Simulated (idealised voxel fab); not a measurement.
The following process module bears the name voxel capacitor over wiring.
In the cross-section labelled cut, the width is 275 nm and each square cell is 5 nm.
Cross-section layout: square cells on a grid; listed as bands, top to bottom; a band spans one or more cell rows.
Basically the band line says how high the top is and how high the bottom is, in nm, and then what's in it from left to right, every material with its width in nm. Empty space shows up as "empty", and if a single material carries "all across" it runs the full band edge to edge.
Where do heights start? At 0: under that level the wafer as delivered is made of one material only. And the lowest band has no floor; it just carries on downward, as in "top 0, no bottom".
The notation "30 to 40" denotes a width that varies across the rows of cells in the band, beginning at the first number in the top row, finishing at the second number in the bottom row, and changing by an identical amount from each row to the next.
"nothing altered", as given for a step, is the statement that not any cell of the cross-section underwent a change during that step.
This entry, "Sealed voids", enumerates those empty regions of no fewer than 8 cells that possess no open connection to the top. Each region is reported in the form width x height at distance, the distance being taken from the left edge, with all three quantities expressed in nm.
Note: text after step settings on the step line = simulator remark on that step.
overlay nm, on a step with a mask: how far to the right of its planned place the mask lay; to the left if negative

Listed below are the process steps as planned:
1. RECEIVE with material Si
2. CONFORMAL_DEP with material SiO2, thk nm 10
3. DIRECTIONAL_DEP with material TiN, thk nm 5
4. DIRECTIONAL_DEP with material W, thk nm 20
5. PATTERN with tone cover, mask id METAL_1, material resist, width nm 30, pitch nm 80, thk nm 20, overlay nm 0
6. DIRECTIONAL_ETCH with etch materials W, depth nm 20
7. DIRECTIONAL_ETCH with etch materials TiN, depth nm 5
8. STRIP with etch materials resist
9. FILL_DEP with material lowk, thk nm 10
10. CMP with height nm 35
11. CONFORMAL_DEP with material SiCN, thk nm 5
12. DIRECTIONAL_DEP with material SiO2, thk nm 15
13. MASKED_ETCH with tone open, mask id PLUG_1, width nm 15, etch materials SiO2, depth nm 15, overlay nm 0
14. MASKED_ETCH with tone open, mask id PLUG_1, width nm 15, etch materials SiCN, depth nm 5, overlay nm 0
15. EPI with material Ru, thk nm 10
16. EPI with material Ru, thk nm 10
17. DIRECTIONAL_DEP with material TiN, thk nm 5
18. DIRECTIONAL_DEP with material HfO2, thk nm 5
19. DIRECTIONAL_DEP with material TiN, thk nm 5
20. DIRECTIONAL_DEP with material aC, thk nm 10
21. PATTERN with tone cover, mask id UPPER_PLATE, material resist, width nm 55, thk nm 25, overlay nm 0
22. DIRECTIONAL_ETCH with etch materials aC, depth nm 10
23. STRIP with etch materials resist
24. DIRECTIONAL_ETCH with etch materials TiN, depth nm 5
25. DIRECTIONAL_ETCH with etch materials HfO2, depth nm 5
26. STRIP with etch materials aC
27. MASKED_ETCH with tone cover, mask id LOWER_PLATE, width nm 65, etch materials TiN, depth nm 5, overlay nm 0
28. FILL_DEP with material SiO2, thk nm 15
29. CMP with height nm 80
30. MASKED_ETCH with tone open, mask id PLUG_2, width nm 15, etch materials SiO2, depth nm 10, overlay nm 0
31. CONFORMAL_DEP with material TiN, thk nm 5
32. FILL_DEP with material Ru, thk nm 10
33. CMP with height nm 80
34. CONFORMAL_DEP with material SiN, thk nm 5

Wafer at receipt (post step 1), cross-section:
- top 0, no bottom = Si all across
- Sealed voids: none

End-of-module XS, first of two wafers, run as planned:
- top 85, bottom 80 = SiN all across
- top 80, bottom 75 = 105 SiO2 | 5 TiN | 5 Ru | 5 TiN | 155 SiO2
- top 75, bottom 65 = 105 to 95 SiO2 | 15 to 55 TiN | 155 to 125 SiO2
- top 65, bottom 60 = 95 SiO2 | 55 HfO2 | 125 SiO2
- top 60, bottom 55 = 90 SiO2 | 65 TiN | 120 SiO2
- top 55, bottom 40 = 95 SiO2 | 15 Ru | 165 SiO2
- top 40, bottom 35 = 95 SiCN | 15 Ru | 165 SiCN
- top 35, bottom 15 = 80 lowk | 30 W | 50 lowk | 30 W | 85 lowk
- top 15, bottom 10 = 80 lowk | 30 TiN | 50 lowk | 30 TiN | 85 lowk
- top 10, bottom 0 = SiO2 all across
- top 0, no bottom = Si all across
- Sealed voids: none

Second wafer of the two, sectioned at the end of the module. It began like the first and followed the same plan, but one mistake was made while running it:
- top 85, bottom 80 = SiN all across
- top 80, bottom 75 = 105 SiO2 | 5 TiN | 5 Ru | 5 TiN | 155 SiO2
- top 75, bottom 65 = 105 to 95 SiO2 | 15 to 55 TiN | 155 to 125 SiO2
- top 65, bottom 60 = 95 SiO2 | 55 HfO2 | 125 SiO2
- top 60, bottom 55 = 90 SiO2 | 65 TiN | 120 SiO2
- top 55, bottom 40 = 95 SiO2 | 15 Ru | 165 SiO2
- top 40, bottom 35 = 100 SiCN | 10 Ru | 165 SiCN
- top 35, bottom 15 = 80 lowk | 30 W | 50 lowk | 30 W | 85 lowk
- top 15, bottom 10 = 80 lowk | 30 TiN | 50 lowk | 30 TiN | 85 lowk
- top 10, bottom 0 = SiO2 all across
- top 0, no bottom = Si all across
- Sealed voids: none
Run error: contrary to plan, step 14 was performed as MASKED_ETCH with tone open, mask id PLUG_1, width nm 15, etch materials SiCN, depth nm 5, overlay nm 5
At the finish, the second wafer shows more or fewer cells for some materials than the first does: Ru -1; SiCN +1
